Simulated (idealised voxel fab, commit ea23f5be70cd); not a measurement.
Proc. module: voxel tone inversion
The figure presents cross-section cut, which has a width of 290 nm and is divided into square cells with an edge length of 5 nm.
Cross-section format: a grid of square cells, given as bands from top to bottom; each band is one or more rows of cells.
The band entry comprises the height of the band's top followed by the height of its bottom, expressed in nm, and subsequently the band's materials from left to right, each stated together with its width in nm. Where a single material is marked with the word "edge to edge", that material fills the band from edge to edge. The word "blank" represents empty space.
It should be noted that heights are counted from 0, beneath which the wafer as supplied is of one material throughout, and that the lowest band possesses no lower boundary but continues downward, as written in "0 down".
Per-row width for "30 to 40": begins at first number (top row of band), ends at second number (bottom row), increment between rows held constant.
Where a step carries "nothing altered", the cross-section came out of it unchanged, cell for cell.
Voids not open to the top, 8 cells minimum: see "Closed internal cavities". Written width x height at distance; distance is from the left edge; nm.
Past the settings on a step's line: simulator remark, on that step.
A step line may carry the setting "overlay nm", which, for steps involving a mask, states the distance by which the mask lay to the right of its intended position; negative values denote displacement to the left.

The planned process steps are enumerated hereunder
1) RECEIVE with material Si
2) CONFORMAL_DEP with material SiCN, thk nm 5
3) DIRECTIONAL_DEP with material aC, thk nm 15
4) PATTERN with tone cover, mask id POSTS, material resist, width nm 15, pitch nm 45, thk nm 20, overlay nm 0
5) DIRECTIONAL_ETCH with etch materials aC, depth nm 15
6) STRIP with etch materials resist
7) FILL_DEP with material SiO2, thk nm 10
8) CMP with height nm 20
9) STRIP with etch materials aC
Among the wafers covered here, the point of difference is the width nm at step 4; their starting state is shared, and the plan presents the value of the first wafer.

The first of several wafers as received, shown in cross-section; this is its state after step 1
- 0 down: Si edge to edge
- Closed internal cavities: none

Row per wafer, end-of-module: cell gain (+)/loss (-) by material since the wafer came in, then closed voids
width nm 15; +58 SiCN; +156 SiO2; Closed internal cavities: none
width nm 20; +58 SiCN; +150 SiO2; Closed internal cavities: none
width nm 25; +58 SiCN; +144 SiO2; Closed internal cavities: none
width nm 30; +58 SiCN; +138 SiO2; Closed internal cavities: none
